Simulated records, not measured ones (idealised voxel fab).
Title: Process Module voxel wiring stack
Section cut is 225 nm wide and gridded with 5 nm square cells.
In this document a cross-section is written as a grid of square cells. It is given as a series of bands, listed from the top down, and a band is one or more rows of cells. The entry gives the band's vertical extent as a top height and a bottom height in nm, then its horizontal make-up as materials from left to right, each with a width in nm. "empty" stands for empty space; a single material marked "everywhere" fills the band edge to edge. Counting heights begins at 0, where everything beneath is, in the wafer as received, one material. The lowest band has no bottom; it goes on downwards, as "0 and below" shows. So if you see something like "30..40" for the width, read it as the top row of the band sitting at the first number and the bottom row at the second, with every row in between moving by the same amount as the last. Given "remains unaltered" for a step, no cell of the cross-section differs between before and after that step. Closed empty spaces (no open way to the top) of 8 cells or more are what "Closed internal cavities" lists, each as width x height at distance from the left edge, nm for all three. Formally, on a step line, whatever follows the settings is a remark that the simulator itself makes on the step. overlay nm: mask right of planned place by this much (step with mask). Neg. = left.
[plan]
| 1 | op RECEIVE | material Si |
| 2 | op CONFORMAL_DEP | material SiO2 | thk nm 10 |
| 3 | op DIRECTIONAL_DEP | material TiN | thk nm 5 |
| 4 | op DIRECTIONAL_DEP | material Ru | thk nm 20 |
| 5 | op DIRECTIONAL_DEP | material aC | thk nm 10 |
| 6 | op PATTERN | tone cover | mask id METAL_1 | material resist | width nm 30 | pitch nm 50 | thk nm 30 | overlay nm 0 |
| 7 | op DIRECTIONAL_ETCH | etch materials aC | depth nm 10 |
| 8 | op STRIP | etch materials resist |
| 9 | op DIRECTIONAL_ETCH | etch materials Ru | depth nm 20 |
| 10 | op DIRECTIONAL_ETCH | etch materials TiN | depth nm 5 |
| 11 | op STRIP | etch materials aC |
| 12 | op CONFORMAL_DEP | material SiCN | thk nm 5 |
| 13 | op FILL_DEP | material lowk | thk nm 5 |
| 14 | op CMP | height nm 35 |
| 15 | op CONFORMAL_DEP | material SiCN | thk nm 5 |
| 16 | op DIRECTIONAL_DEP | material lowk | thk nm 15 |
| 17 | op MASKED_ETCH | tone open | mask id PLUG_1 | width nm 15 | pitch nm 50 | etch materials lowk | depth nm 15 | overlay nm 0 |
| 18 | op MASKED_ETCH | tone open | mask id PLUG_1 | width nm 15 | pitch nm 50 | etch materials SiCN | depth nm 5 | overlay nm 0 |
| 19 | op CONFORMAL_DEP | material TiN | thk nm 5 |
| 20 | op FILL_DEP | material Cu | thk nm 10 |
| 21 | op CMP | height nm 55 |
| 22 | op DIRECTIONAL_DEP | material TiN | thk nm 5 |
| 23 | op DIRECTIONAL_DEP | material W | thk nm 20 |
| 24 | op PATTERN | tone cover | mask id METAL_2 | material resist | width nm 30 | pitch nm 50 | thk nm 15 | overlay nm 0 |
| 25 | op DIRECTIONAL_ETCH | etch materials W | depth nm 20 |
| 26 | op DIRECTIONAL_ETCH | etch materials TiN | depth nm 5 |
| 27 | op STRIP | etch materials resist |
| 28 | op FILL_DEP | material lowk | thk nm 5 |
| 29 | op CMP | height nm 80 |
| 30 | op CONFORMAL_DEP | material SiCN | thk nm 5 |
| 31 | op DIRECTIONAL_DEP | material SiO2 | thk nm 10 |
| 32 | op PATTERN | tone open | mask id PLUG_2 | material resist | width nm 15 | pitch nm 100 | thk nm 20 | overlay nm 0 |
| 33 | op DIRECTIONAL_ETCH | etch materials SiO2 | depth nm 10 |
| 34 | op DIRECTIONAL_ETCH | etch materials SiCN | depth nm 5 |
| 35 | op STRIP | etch materials resist |
| 36 | op EPI | material Ru | thk nm 10 |
| 37 | op EPI | material Ru | thk nm 5 |
| 38 | op DIRECTIONAL_DEP | material TiN | thk nm 5 |
| 39 | op DIRECTIONAL_DEP | material Ru | thk nm 25 |
| 40 | op PATTERN | tone cover | mask id METAL_3 | material resist | width nm 30 | pitch nm 50 | thk nm 20 | overlay nm 0 |
| 41 | op DIRECTIONAL_ETCH | etch materials Ru | depth nm 25 |
| 42 | op DIRECTIONAL_ETCH | etch materials TiN | depth nm 5 |
| 43 | op STRIP | etch materials resist |
| 44 | op FILL_DEP | material lowk | thk nm 10 |
| 45 | op CMP | height nm 125 |
| 46 | op CONFORMAL_DEP | material SiN | thk nm 5 |
[Cross-section of the wafer as it came to us, i.e., already through step 1]
> 0 and below = Si everywhere
> Closed internal cavities: none
[first wafer at the end, as planned]
> 130 down to 125 = SiN everywhere
> 125 down to 100 = 20 nm lowk  30 nm Ru  20 nm lowk  30 nm Ru  20 nm lowk  30 nm Ru  20 nm lowk  30 nm Ru  25 nm lowk
> 100 down to 95 = 20 nm lowk  30 nm TiN  20 nm lowk  30 nm TiN  20 nm lowk  30 nm TiN  20 nm lowk  30 nm TiN  25 nm lowk
> 95 down to 85 = 20 nm SiO2  15 nm Ru  85 nm SiO2  15 nm Ru  90 nm SiO2
> 85 down to 80 = 20 nm SiCN  15 nm Ru  85 nm SiCN  15 nm Ru  90 nm SiCN
> 80 down to 60 = 20 nm lowk  30 nm W  20 nm lowk  30 nm W  20 nm lowk  30 nm W  20 nm lowk  30 nm W  25 nm lowk
> 60 down to 55 = 20 nm lowk  30 nm TiN  20 nm lowk  30 nm TiN  20 nm lowk  30 nm TiN  20 nm lowk  30 nm TiN  25 nm lowk
> 55 down to 40 = 20 nm lowk  5 nm TiN  5 nm Cu  5 nm TiN  35 nm lowk  5 nm TiN  5 nm Cu  5 nm TiN  35 nm lowk  5 nm TiN  5 nm Cu  5 nm TiN  35 nm lowk  5 nm TiN  5 nm Cu  5 nm TiN  40 nm lowk
> 40 down to 35 = 20 nm SiCN  15 nm TiN  35 nm SiCN  15 nm TiN  35 nm SiCN  15 nm TiN  35 nm SiCN  15 nm TiN  40 nm SiCN
> 35 down to 15 = 15 nm lowk  5 nm SiCN  30 nm Ru  5 nm SiCN  10 nm lowk  5 nm SiCN  30 nm Ru  5 nm SiCN  10 nm lowk  5 nm SiCN  30 nm Ru  5 nm SiCN  10 nm lowk  5 nm SiCN  30 nm Ru  5 nm SiCN  20 nm lowk
> 15 down to 10 = 20 nm SiCN  30 nm TiN  20 nm SiCN  30 nm TiN  20 nm SiCN  30 nm TiN  20 nm SiCN  30 nm TiN  25 nm SiCN
> 10 down to 0 = SiO2 everywhere
> 0 and below = Si everywhere
> Closed internal cavities: none
[Cross-sectional view of the second of two wafers upon completion of the module. This wafer shared its starting condition and process plan with the first; one error was made during its execution]
> 130 down to 125 = SiN everywhere
> 125 down to 100 = 20 nm lowk  30 nm Ru  20 nm lowk  30 nm Ru  20 nm lowk  30 nm Ru  20 nm lowk  30 nm Ru  25 nm lowk
> 100 down to 95 = 20 nm lowk  30 nm TiN  20 nm lowk  30 nm TiN  20 nm lowk  30 nm TiN  20 nm lowk  30 nm TiN  25 nm lowk
> 95 down to 85 = 20 nm SiO2  15 nm Ru  85 nm SiO2  15 nm Ru  90 nm SiO2
> 85 down to 80 = 20 nm SiCN  15 nm Ru  85 nm SiCN  15 nm Ru  90 nm SiCN
> 80 down to 60 = 20 nm lowk  30 nm W  20 nm lowk  30 nm W  20 nm lowk  30 nm W  20 nm lowk  30 nm W  25 nm lowk
> 60 down to 55 = 20 nm lowk  30 nm TiN  20 nm lowk  30 nm TiN  20 nm lowk  30 nm TiN  20 nm lowk  30 nm TiN  25 nm lowk
> 55 down to 40 = 20 nm lowk  5 nm TiN  5 nm Cu  5 nm TiN  35 nm lowk  5 nm TiN  5 nm Cu  5 nm TiN  35 nm lowk  5 nm TiN  5 nm Cu  5 nm TiN  35 nm lowk  5 nm TiN  5 nm Cu  5 nm TiN  40 nm lowk
> 40 down to 35 = 20 nm SiCN  15 nm TiN  35 nm SiCN  15 nm TiN  35 nm SiCN  15 nm TiN  35 nm SiCN  15 nm TiN  40 nm SiCN
> 35 down to 30 = lowk everywhere
> 30 down to 25 = 15 nm lowk  40 nm SiCN  10 nm lowk  40 nm SiCN  10 nm lowk  40 nm SiCN  10 nm lowk  40 nm SiCN  20 nm lowk
> 25 down to 5 = 15 nm lowk  5 nm SiCN  30 nm Ru  5 nm SiCN  10 nm lowk  5 nm SiCN  30 nm Ru  5 nm SiCN  10 nm lowk  5 nm SiCN  30 nm Ru  5 nm SiCN  10 nm lowk  5 nm SiCN  30 nm Ru  5 nm SiCN  20 nm lowk
> 5 down to 0 = 20 nm SiCN  30 nm TiN  20 nm SiCN  30 nm TiN  20 nm SiCN  30 nm TiN  20 nm SiCN  30 nm TiN  25 nm SiCN
> 0 and below = Si everywhere
> Closed internal cavities: none
Heads up, the wafer didn't run the way we planned it: plan step 2 never ran because it was skipped
End check, counted in cells, second wafer has more or fewer of these materials than the first: SiCN: 32 more | SiO2: 90 fewer | lowk: 58 more
